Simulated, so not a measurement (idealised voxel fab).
Module name: voxel capacitor over wiring (process module)
It is cross-section cut that appears here, measuring 175 nm in width, its square cells being 5 nm in size.
When this document writes out a cross-section, it uses a grid of square cells and lists it as bands, beginning at the top and moving down, with a band standing for one or more rows of cells. What a band's entry tells you: where the top is and where the bottom is, as heights in nm, and after that what lies inside, material by material from left to right, each with its width in nm. Empty space is written as the word "air", and a single material marked with the word "everywhere" occupies the band from edge to edge. Heights are reckoned from 0. Under this level, the received wafer is all of one material. The bottommost band is open-ended downward, for example "0 nm and below". Top row gets the first number, bottom row gets the second, and each row in between changes by the same step: that is how a band width like "30->40" works. It should be understood that the words "remained unchanged", when stated for a given step, signify that the cross-section underwent no change in any of its cells during that step. Enclosed voids (no open way to top), threshold 8 cells or more, entry "Enclosed empty spaces", notation width x height at distance, distance from left edge, nm. Text after the settings on a step's line: the simulator's own remark on that step. Among the settings permitted on a step's line is "overlay nm"; applied to a step with a mask, it specifies the extent to which the mask lay to the right of its planned position, whereas a negative figure signifies a position to the left.
plan
step 1: RECEIVE: material Si
step 2: CONFORMAL_DEP: material SiO2, thk nm 10
step 3: CONFORMAL_DEP: material SiN, thk nm 5
step 4: DIRECTIONAL_DEP: material lowk, thk nm 25
step 5: MASKED_ETCH: tone open, mask id METAL_1, width nm 20, pitch nm 75, etch materials lowk, depth nm 25, overlay nm 0
step 6: MASKED_ETCH: tone open, mask id METAL_1, width nm 20, pitch nm 75, etch materials SiN, depth nm 5, overlay nm 0
step 7: CONFORMAL_DEP: material TiN, thk nm 5
step 8: FILL_DEP: material Cu, thk nm 10
step 9: CMP: height nm 40
step 10: EPI: material Ru, thk nm 5
step 11: FILL_DEP: material SiCN, thk nm 5
step 12: DIRECTIONAL_DEP: material lowk, thk nm 20
step 13: PATTERN: tone open, mask id PLUG_1, material resist, width nm 15, thk nm 15, overlay nm 0
step 14: DIRECTIONAL_ETCH: etch materials lowk, depth nm 20
step 15: DIRECTIONAL_ETCH: etch materials SiCN, depth nm 5
step 16: STRIP: etch materials resist
step 17: CONFORMAL_DEP: material TiN, thk nm 5
step 18: FILL_DEP: material Cu, thk nm 10
step 19: CMP: height nm 70
step 20: DIRECTIONAL_DEP: material TiN, thk nm 10
step 21: DIRECTIONAL_DEP: material SiN, thk nm 5
step 22: DIRECTIONAL_DEP: material TiN, thk nm 10
step 23: DIRECTIONAL_DEP: material aC, thk nm 15
step 24: PATTERN: tone cover, mask id UPPER_PLATE, material resist, width nm 60, thk nm 35, overlay nm 0
step 25: DIRECTIONAL_ETCH: etch materials aC, depth nm 15
step 26: STRIP: etch materials resist
step 27: DIRECTIONAL_ETCH: etch materials TiN, depth nm 10
step 28: DIRECTIONAL_ETCH: etch materials SiN, depth nm 5
step 29: STRIP: etch materials aC
step 30: DIRECTIONAL_DEP: material aC, thk nm 15
step 31: PATTERN: tone cover, mask id LOWER_PLATE, material resist, width nm 70, thk nm 30, overlay nm 0
step 32: DIRECTIONAL_ETCH: etch materials aC, depth nm 15
step 33: STRIP: etch materials resist
step 34: DIRECTIONAL_ETCH: etch materials TiN, depth nm 10
step 35: STRIP: etch materials aC
step 36: FILL_DEP: material SiO2, thk nm 15
step 37: CMP: height nm 105
step 38: MASKED_ETCH: tone open, mask id PLUG_2, width nm 15, etch materials SiO2, depth nm 10, overlay nm 0
step 39: CONFORMAL_DEP: material TiN, thk nm 5
step 40: FILL_DEP: material Ru, thk nm 5
step 41: CMP: height nm 105
step 42: CONFORMAL_DEP: material SiCN, thk nm 5
First of two wafers - as planned
Shown in cross-section is the wafer as received, that is, as it stands after step 1
0 nm and below = Si everywhere
Enclosed empty spaces: none
So this is the wafer cross-section right after step 2
10 nm to 0 nm = SiO2 everywhere
Lower than 0, everything is as it was.
So this is the wafer cross-section right after step 3
15 nm to 10 nm = SiN everywhere
Lower than 10, everything is as it was.
So this is the wafer cross-section right after step 4
40 nm to 15 nm = lowk everywhere
Lower than 15, everything is as it was.
So this is the wafer cross-section right after step 5
40 nm to 15 nm = 40 of lowk; 20 of air; 55 of lowk; 20 of air; 40 of lowk
Lower than 15, everything is as it was.
So this is the wafer cross-section right after step 6
40 nm to 15 nm = 40 of lowk; 20 of air; 55 of lowk; 20 of air; 40 of lowk
15 nm to 10 nm = 40 of SiN; 20 of air; 55 of SiN; 20 of air; 40 of SiN
Lower than 10, everything is as it was.
So this is the wafer cross-section right after step 7
45 nm to 40 nm = 45 of TiN; 10 of air; 65 of TiN; 10 of air; 45 of TiN
40 nm to 15 nm = 40 of lowk; 5 of TiN; 10 of air; 5 of TiN; 55 of lowk; 5 of TiN; 10 of air; 5 of TiN; 40 of lowk
15 nm to 10 nm = 40 of SiN; 20 of TiN; 55 of SiN; 20 of TiN; 40 of SiN
Lower than 10, everything is as it was.
So this is the wafer cross-section right after step 8
55 nm to 45 nm = Cu everywhere
45 nm to 40 nm = 45 of TiN; 10 of Cu; 65 of TiN; 10 of Cu; 45 of TiN
40 nm to 15 nm = 40 of lowk; 5 of TiN; 10 of Cu; 5 of TiN; 55 of lowk; 5 of TiN; 10 of Cu; 5 of TiN; 40 of lowk
Lower than 15, everything is as it was.
So this is the wafer cross-section right after step 9
40 nm to 15 nm = 40 of lowk; 5 of TiN; 10 of Cu; 5 of TiN; 55 of lowk; 5 of TiN; 10 of Cu; 5 of TiN; 40 of lowk
Lower than 15, everything is as it was.
So this is the wafer cross-section right after step 10
45 nm to 40 nm = 35 of air; 30 of Ru; 45 of air; 30 of Ru; 35 of air
Lower than 40, everything is as it was.
So this is the wafer cross-section right after step 11
50 nm to 45 nm = SiCN everywhere
45 nm to 40 nm = 35 of SiCN; 30 of Ru; 45 of SiCN; 30 of Ru; 35 of SiCN
Lower than 40, everything is as it was.
So this is the wafer cross-section right after step 12
70 nm to 50 nm = lowk everywhere
Lower than 50, everything is as it was.
So this is the wafer cross-section right after step 13
85 nm to 70 nm = 45 of resist; 15 of air; 115 of resist
Lower than 70, everything is as it was.
So this is the wafer cross-section right after step 14
85 nm to 70 nm = 45 of resist; 15 of air; 115 of resist
70 nm to 50 nm = 45 of lowk; 15 of air; 115 of lowk
Lower than 50, everything is as it was.
So this is the wafer cross-section right after step 15
85 nm to 70 nm = 45 of resist; 15 of air; 115 of resist
70 nm to 50 nm = 45 of lowk; 15 of air; 115 of lowk
50 nm to 45 nm = 45 of SiCN; 15 of air; 115 of SiCN
Lower than 45, everything is as it was.
So this is the wafer cross-section right after step 16
70 nm to 50 nm = 45 of lowk; 15 of air; 115 of lowk
Lower than 50, everything is as it was.
So this is the wafer cross-section right after step 17
75 nm to 70 nm = 50 of TiN; 5 of air; 120 of TiN
70 nm to 50 nm = 45 of lowk; 5 of TiN; 5 of air; 5 of TiN; 115 of lowk
50 nm to 45 nm = 45 of SiCN; 15 of TiN; 115 of SiCN
Lower than 45, everything is as it was.
So this is the wafer cross-section right after step 18
85 nm to 75 nm = Cu everywhere
75 nm to 70 nm = 50 of TiN; 5 of Cu; 120 of TiN
70 nm to 50 nm = 45 of lowk; 5 of TiN; 5 of Cu; 5 of TiN; 115 of lowk
Lower than 50, everything is as it was.
So this is the wafer cross-section right after step 19
70 nm to 50 nm = 45 of lowk; 5 of TiN; 5 of Cu; 5 of TiN; 115 of lowk
Lower than 50, everything is as it was.
So this is the wafer cross-section right after step 20
80 nm to 70 nm = TiN everywhere
Lower than 70, everything is as it was.
So this is the wafer cross-section right after step 21
85 nm to 80 nm = SiN everywhere
Lower than 80, everything is as it was.
So this is the wafer cross-section right after step 22
95 nm to 85 nm = TiN everywhere
Lower than 85, everything is as it was.
So this is the wafer cross-section right after step 23
110 nm to 95 nm = aC everywhere
Lower than 95, everything is as it was.
So this is the wafer cross-section right after step 24
145 nm to 110 nm = 45 of air; 60 of resist; 70 of air
Lower than 110, everything is as it was.
So this is the wafer cross-section right after step 25
130 nm to 110 nm = 45 of air; 60 of resist; 70 of air
110 nm to 95 nm = 45 of air; 60 of aC; 70 of air
Lower than 95, everything is as it was.
So this is the wafer cross-section right after step 26
110 nm to 95 nm = 45 of air; 60 of aC; 70 of air
Lower than 95, everything is as it was.
So this is the wafer cross-section right after step 27
110 nm to 95 nm = 45 of air; 60 of aC; 70 of air
95 nm to 85 nm = 45 of air; 60 of TiN; 70 of air
Lower than 85, everything is as it was.
So this is the wafer cross-section right after step 28
110 nm to 95 nm = 45 of air; 60 of aC; 70 of air
95 nm to 85 nm = 45 of air; 60 of TiN; 70 of air
85 nm to 80 nm = 45 of air; 60 of SiN; 70 of air
Lower than 80, everything is as it was.
So this is the wafer cross-section right after step 29
95 nm to 85 nm = 45 of air; 60 of TiN; 70 of air
Lower than 85, everything is as it was.
So this is the wafer cross-section right after step 30
110 nm to 95 nm = 45 of air; 60 of aC; 70 of air
95 nm to 85 nm = 45 of aC; 60 of TiN; 70 of aC
85 nm to 80 nm = 45 of aC; 60 of SiN; 70 of aC
Lower than 80, everything is as it was.
So this is the wafer cross-section right after step 31
140 nm to 110 nm = 40 of air; 70 of resist; 65 of air
110 nm to 95 nm = 40 of air; 5 of resist; 60 of aC; 5 of resist; 65 of air
Lower than 95, everything is as it was.
So this is the wafer cross-section right after step 32
125 nm to 110 nm = 40 of air; 70 of resist; 65 of air
110 nm to 95 nm = 40 of air; 5 of resist; 60 of aC; 5 of resist; 65 of air
95 nm to 85 nm = 40 of air; 5 of aC; 60 of TiN; 5 of aC; 65 of air
85 nm to 80 nm = 40 of air; 5 of aC; 60 of SiN; 5 of aC; 65 of air
Lower than 80, everything is as it was.
So this is the wafer cross-section right after step 33
110 nm to 95 nm = 45 of air; 60 of aC; 70 of air
Lower than 95, everything is as it was.
So this is the wafer cross-section right after step 34
110 nm to 95 nm = 45 of air; 60 of aC; 70 of air
95 nm to 85 nm = 40 of air; 5 of aC; 60 of TiN; 5 of aC; 65 of air
85 nm to 80 nm = 40 of air; 5 of aC; 60 of SiN; 5 of aC; 65 of air
80 nm to 70 nm = 40 of air; 70 of TiN; 65 of air
Lower than 70, everything is as it was.
So this is the wafer cross-section right after step 35
95 nm to 85 nm = 45 of air; 60 of TiN; 70 of air
85 nm to 80 nm = 45 of air; 60 of SiN; 70 of air
Lower than 80, everything is as it was.
So this is the wafer cross-section right after step 36
110 nm to 95 nm = SiO2 everywhere
95 nm to 85 nm = 45 of SiO2; 60 of TiN; 70 of SiO2
85 nm to 80 nm = 45 of SiO2; 60 of SiN; 70 of SiO2
80 nm to 70 nm = 40 of SiO2; 70 of TiN; 65 of SiO2
Lower than 70, everything is as it was.
So this is the wafer cross-section right after step 37
105 nm to 95 nm = SiO2 everywhere
Lower than 95, everything is as it was.
So this is the wafer cross-section right after step 38
105 nm to 95 nm = 55 of SiO2; 15 of air; 105 of SiO2
Lower than 95, everything is as it was.
So this is the wafer cross-section right after step 39
110 nm to 105 nm = 60 of TiN; 5 of air; 110 of TiN
105 nm to 100 nm = 55 of SiO2; 5 of TiN; 5 of air; 5 of TiN; 105 of SiO2
100 nm to 95 nm = 55 of SiO2; 15 of TiN; 105 of SiO2
Lower than 95, everything is as it was.
So this is the wafer cross-section right after step 40
115 nm to 110 nm = Ru everywhere
110 nm to 105 nm = 60 of TiN; 5 of Ru; 110 of TiN
105 nm to 100 nm = 55 of SiO2; 5 of TiN; 5 of Ru; 5 of TiN; 105 of SiO2
Lower than 100, everything is as it was.
So this is the wafer cross-section right after step 41
105 nm to 100 nm = 55 of SiO2; 5 of TiN; 5 of Ru; 5 of TiN; 105 of SiO2
Lower than 100, everything is as it was.
So this is the wafer cross-section right after step 42
110 nm to 105 nm = SiCN everywhere
Lower than 105, everything is as it was.
second wafer: like start, like plan, one mistake. Through step 4 it matches the first wafer
Planned end of step 5: second wafer, cross-section
40 nm to 15 nm = 45 of lowk; 20 of air; 55 of lowk; 20 of air; 35 of lowk
Lower than 15, everything is as it was.
Planned end of step 6: second wafer, cross-section
40 nm to 15 nm = 45 of lowk; 20 of air; 55 of lowk; 20 of air; 35 of lowk
15 nm to 10 nm = 45 of SiN; 15 of air; 60 of SiN; 15 of air; 40 of SiN
Lower than 10, everything is as it was.
Planned end of step 7: second wafer, cross-section
45 nm to 40 nm = 50 of TiN; 10 of air; 65 of TiN; 10 of air; 40 of TiN
40 nm to 20 nm = 45 of lowk; 5 of TiN; 10 of air; 5 of TiN; 55 of lowk; 5 of TiN; 10 of air; 5 of TiN; 35 of lowk
20 nm to 15 nm = 45 of lowk; 5 of TiN; 5 of air; 10 of TiN; 55 of lowk; 5 of TiN; 5 of air; 10 of TiN; 35 of lowk
15 nm to 10 nm = 45 of SiN; 15 of TiN; 60 of SiN; 15 of TiN; 40 of SiN
Lower than 10, everything is as it was.
Planned end of step 8: second wafer, cross-section
55 nm to 45 nm = Cu everywhere
45 nm to 40 nm = 50 of TiN; 10 of Cu; 65 of TiN; 10 of Cu; 40 of TiN
40 nm to 20 nm = 45 of lowk; 5 of TiN; 10 of Cu; 5 of TiN; 55 of lowk; 5 of TiN; 10 of Cu; 5 of TiN; 35 of lowk
20 nm to 15 nm = 45 of lowk; 5 of TiN; 5 of Cu; 10 of TiN; 55 of lowk; 5 of TiN; 5 of Cu; 10 of TiN; 35 of lowk
Lower than 15, everything is as it was.
Planned end of step 9: second wafer, cross-section
40 nm to 20 nm = 45 of lowk; 5 of TiN; 10 of Cu; 5 of TiN; 55 of lowk; 5 of TiN; 10 of Cu; 5 of TiN; 35 of lowk
Lower than 20, everything is as it was.
Planned end of step 10: second wafer, cross-section
45 nm to 40 nm = 40 of air; 30 of Ru; 45 of air; 30 of Ru; 30 of air
Lower than 40, everything is as it was.
Planned end of step 11: second wafer, cross-section
50 nm to 45 nm = SiCN everywhere
45 nm to 40 nm = 40 of SiCN; 30 of Ru; 45 of SiCN; 30 of Ru; 30 of SiCN
Lower than 40, everything is as it was.
Planned end of step 12: second wafer, cross-section
70 nm to 50 nm = lowk everywhere
Lower than 50, everything is as it was.
Planned end of step 13: second wafer, cross-section
85 nm to 70 nm = 45 of resist; 15 of air; 115 of resist
Lower than 70, everything is as it was.
Planned end of step 14: second wafer, cross-section
85 nm to 70 nm = 45 of resist; 15 of air; 115 of resist
70 nm to 50 nm = 45 of lowk; 15 of air; 115 of lowk
Lower than 50, everything is as it was.
Planned end of step 15: second wafer, cross-section
85 nm to 70 nm = 45 of resist; 15 of air; 115 of resist
70 nm to 50 nm = 45 of lowk; 15 of air; 115 of lowk
50 nm to 45 nm = 45 of SiCN; 15 of air; 115 of SiCN
Lower than 45, everything is as it was.
Planned end of step 16: second wafer, cross-section
70 nm to 50 nm = 45 of lowk; 15 of air; 115 of lowk
Lower than 50, everything is as it was.
Planned end of step 17: second wafer, cross-section
75 nm to 70 nm = 50 of TiN; 5 of air; 120 of TiN
70 nm to 50 nm = 45 of lowk; 5 of TiN; 5 of air; 5 of TiN; 115 of lowk
50 nm to 45 nm = 45 of SiCN; 15 of TiN; 115 of SiCN
Lower than 45, everything is as it was.
Planned end of step 18: second wafer, cross-section
85 nm to 75 nm = Cu everywhere
75 nm to 70 nm = 50 of TiN; 5 of Cu; 120 of TiN
70 nm to 50 nm = 45 of lowk; 5 of TiN; 5 of Cu; 5 of TiN; 115 of lowk
Lower than 50, everything is as it was.
Planned end of step 19: second wafer, cross-section
70 nm to 50 nm = 45 of lowk; 5 of TiN; 5 of Cu; 5 of TiN; 115 of lowk
Lower than 50, everything is as it was.
Planned end of step 20: second wafer, cross-section
80 nm to 70 nm = TiN everywhere
Lower than 70, everything is as it was.
Planned end of step 21: second wafer, cross-section
85 nm to 80 nm = SiN everywhere
Lower than 80, everything is as it was.
Planned end of step 22: second wafer, cross-section
95 nm to 85 nm = TiN everywhere
Lower than 85, everything is as it was.
Planned end of step 23: second wafer, cross-section
110 nm to 95 nm = aC everywhere
Lower than 95, everything is as it was.
Planned end of step 24: second wafer, cross-section
145 nm to 110 nm = 45 of air; 60 of resist; 70 of air
Lower than 110, everything is as it was.
Planned end of step 25: second wafer, cross-section
130 nm to 110 nm = 45 of air; 60 of resist; 70 of air
110 nm to 95 nm = 45 of air; 60 of aC; 70 of air
Lower than 95, everything is as it was.
Planned end of step 26: second wafer, cross-section
110 nm to 95 nm = 45 of air; 60 of aC; 70 of air
Lower than 95, everything is as it was.
Planned end of step 27: second wafer, cross-section
110 nm to 95 nm = 45 of air; 60 of aC; 70 of air
95 nm to 85 nm = 45 of air; 60 of TiN; 70 of air
Lower than 85, everything is as it was.
Planned end of step 28: second wafer, cross-section
110 nm to 95 nm = 45 of air; 60 of aC; 70 of air
95 nm to 85 nm = 45 of air; 60 of TiN; 70 of air
85 nm to 80 nm = 45 of air; 60 of SiN; 70 of air
Lower than 80, everything is as it was.
Planned end of step 29: second wafer, cross-section
95 nm to 85 nm = 45 of air; 60 of TiN; 70 of air
Lower than 85, everything is as it was.
Planned end of step 30: second wafer, cross-section
110 nm to 95 nm = 45 of air; 60 of aC; 70 of air
95 nm to 85 nm = 45 of aC; 60 of TiN; 70 of aC
85 nm to 80 nm = 45 of aC; 60 of SiN; 70 of aC
Lower than 80, everything is as it was.
Planned end of step 31: second wafer, cross-section
140 nm to 110 nm = 40 of air; 70 of resist; 65 of air
110 nm to 95 nm = 40 of air; 5 of resist; 60 of aC; 5 of resist; 65 of air
Lower than 95, everything is as it was.
Planned end of step 32: second wafer, cross-section
125 nm to 110 nm = 40 of air; 70 of resist; 65 of air
110 nm to 95 nm = 40 of air; 5 of resist; 60 of aC; 5 of resist; 65 of air
95 nm to 85 nm = 40 of air; 5 of aC; 60 of TiN; 5 of aC; 65 of air
85 nm to 80 nm = 40 of air; 5 of aC; 60 of SiN; 5 of aC; 65 of air
Lower than 80, everything is as it was.
Planned end of step 33: second wafer, cross-section
110 nm to 95 nm = 45 of air; 60 of aC; 70 of air
Lower than 95, everything is as it was.
Planned end of step 34: second wafer, cross-section
110 nm to 95 nm = 45 of air; 60 of aC; 70 of air
95 nm to 85 nm = 40 of air; 5 of aC; 60 of TiN; 5 of aC; 65 of air
85 nm to 80 nm = 40 of air; 5 of aC; 60 of SiN; 5 of aC; 65 of air
80 nm to 70 nm = 40 of air; 70 of TiN; 65 of air
Lower than 70, everything is as it was.
Planned end of step 35: second wafer, cross-section
95 nm to 85 nm = 45 of air; 60 of TiN; 70 of air
85 nm to 80 nm = 45 of air; 60 of SiN; 70 of air
Lower than 80, everything is as it was.
Planned end of step 36: second wafer, cross-section
110 nm to 95 nm = SiO2 everywhere
95 nm to 85 nm = 45 of SiO2; 60 of TiN; 70 of SiO2
85 nm to 80 nm = 45 of SiO2; 60 of SiN; 70 of SiO2
80 nm to 70 nm = 40 of SiO2; 70 of TiN; 65 of SiO2
Lower than 70, everything is as it was.
Planned end of step 37: second wafer, cross-section
105 nm to 95 nm = SiO2 everywhere
Lower than 95, everything is as it was.
Planned end of step 38: second wafer, cross-section
105 nm to 95 nm = 55 of SiO2; 15 of air; 105 of SiO2
Lower than 95, everything is as it was.
Planned end of step 39: second wafer, cross-section
110 nm to 105 nm = 60 of TiN; 5 of air; 110 of TiN
105 nm to 100 nm = 55 of SiO2; 5 of TiN; 5 of air; 5 of TiN; 105 of SiO2
100 nm to 95 nm = 55 of SiO2; 15 of TiN; 105 of SiO2
Lower than 95, everything is as it was.
Planned end of step 40: second wafer, cross-section
115 nm to 110 nm = Ru everywhere
110 nm to 105 nm = 60 of TiN; 5 of Ru; 110 of TiN
105 nm to 100 nm = 55 of SiO2; 5 of TiN; 5 of Ru; 5 of TiN; 105 of SiO2
Lower than 100, everything is as it was.
Planned end of step 41: second wafer, cross-section
105 nm to 100 nm = 55 of SiO2; 5 of TiN; 5 of Ru; 5 of TiN; 105 of SiO2
Lower than 100, everything is as it was.
Planned end of step 42: second wafer, cross-section
110 nm to 105 nm = SiCN everywhere
Lower than 105, everything is as it was.
Deviation from plan: note that step 5 departed from the planned setting and was carried out as MASKED_ETCH: tone open, mask id METAL_1, width nm 20, pitch nm 75, etch materials lowk, depth nm 25, overlay nm 5
Count the cells at the end and the second wafer has more or fewer of some materials than the first: 2 fewer of Cu; 2 more of SiN
